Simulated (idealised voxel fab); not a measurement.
Process module, titled voxel trench capacitor
The cross-section on display is named cut; it measures 300 nm wide, and its cells are 5 nm squares.
Reading order for cross-sections: top band down to bottom band. Underlying form: a grid of square cells. Band size: one or more rows of cells. In this notation a band is specified by the heights of its top and bottom, in that order and in nm, after which its materials appear from left to right, each paired with its width in nm. The word "edge to edge" attached to a single material means that material fills the band from edge to edge; the word "empty" stands for empty space. Beneath 0, the wafer as received is one material, and that level is where height counting begins. The lowest band goes on downward without a bottom; it is written like "0 -> down". The two numbers in a width such as "30 to 40" mark its ends across the band: the first belongs to the top row of cells, the second to the bottom row, and from each row to the next the width moves by the same amount. "nothing was modified" means the step left every cell of the cross-section as it was. "Internal closed voids" - sealed voids, min. 8 cells, no opening to top; format: width x height at distance (distance from left edge; nm throughout). Read whatever lies past the settings on a step's line as the simulator's own remark about the step. overlay nm, on a step with a mask: how far to the right of its planned place the mask lay; to the left if negative.
## Process steps foreseen in the plan
1. RECEIVE,material Si
2. CONFORMAL_DEP,material SiN,thk nm 10
3. PATTERN,tone open,mask id TRENCH,material resist,width nm 30,pitch nm 60,thk nm 15,overlay nm 0
4. DIRECTIONAL_ETCH,etch materials SiN,depth nm 10
5. DIRECTIONAL_ETCH,etch materials Si,depth nm 30
6. STRIP,etch materials resist
7. CONFORMAL_DEP,material HfO2,thk nm 5
8. CONFORMAL_DEP,material TiN,thk nm 5
9. FILL_DEP,material W,thk nm 10
10. CMP,height nm 10
## Step 1 complete: cross-section of the wafer as received
    0 -> down  Si edge to edge
    Internal closed voids: none
## Module complete - cross-section of the first of two wafers, run according to plan
    10 -> 0  45 of SiN; 5 of HfO2; 5 of TiN; 10 of W; 5 of TiN; 5 of HfO2; 30 of SiN; 5 of HfO2; 5 of TiN; 10 of W; 5 of TiN; 5 of HfO2; 30 of SiN; 5 of HfO2; 5 of TiN; 10 of W; 5 of TiN; 5 of HfO2; 30 of SiN; 5 of HfO2; 5 of TiN; 10 of W; 5 of TiN; 5 of HfO2; 45 of SiN
    0 -> -20  45 of Si; 5 of HfO2; 5 of TiN; 10 of W; 5 of TiN; 5 of HfO2; 30 of Si; 5 of HfO2; 5 of TiN; 10 of W; 5 of TiN; 5 of HfO2; 30 of Si; 5 of HfO2; 5 of TiN; 10 of W; 5 of TiN; 5 of HfO2; 30 of Si; 5 of HfO2; 5 of TiN; 10 of W; 5 of TiN; 5 of HfO2; 45 of Si
    -20 -> -25  45 of Si; 5 of HfO2; 20 of TiN; 5 of HfO2; 30 of Si; 5 of HfO2; 20 of TiN; 5 of HfO2; 30 of Si; 5 of HfO2; 20 of TiN; 5 of HfO2; 30 of Si; 5 of HfO2; 20 of TiN; 5 of HfO2; 45 of Si
    -25 -> -30  45 of Si; 30 of HfO2; 30 of Si; 30 of HfO2; 30 of Si; 30 of HfO2; 30 of Si; 30 of HfO2; 45 of Si
    -30 -> down  Si edge to edge
    Internal closed voids: none
## Here's the second of our two wafers sectioned at module end. Same start as the first, same plan, but one mistake got made running it
    10 -> 0  W edge to edge
    0 -> down  Si edge to edge
    Internal closed voids: none
what went wrong: step 2 was not run as planned; what actually ran was CONFORMAL_DEP,material W,thk nm 10
In the final state, the cell counts of the second wafer exceed or fall short of those of the first for the following materials: HfO2 -80 | Si +144 | SiN -72 | TiN -64 | W +72
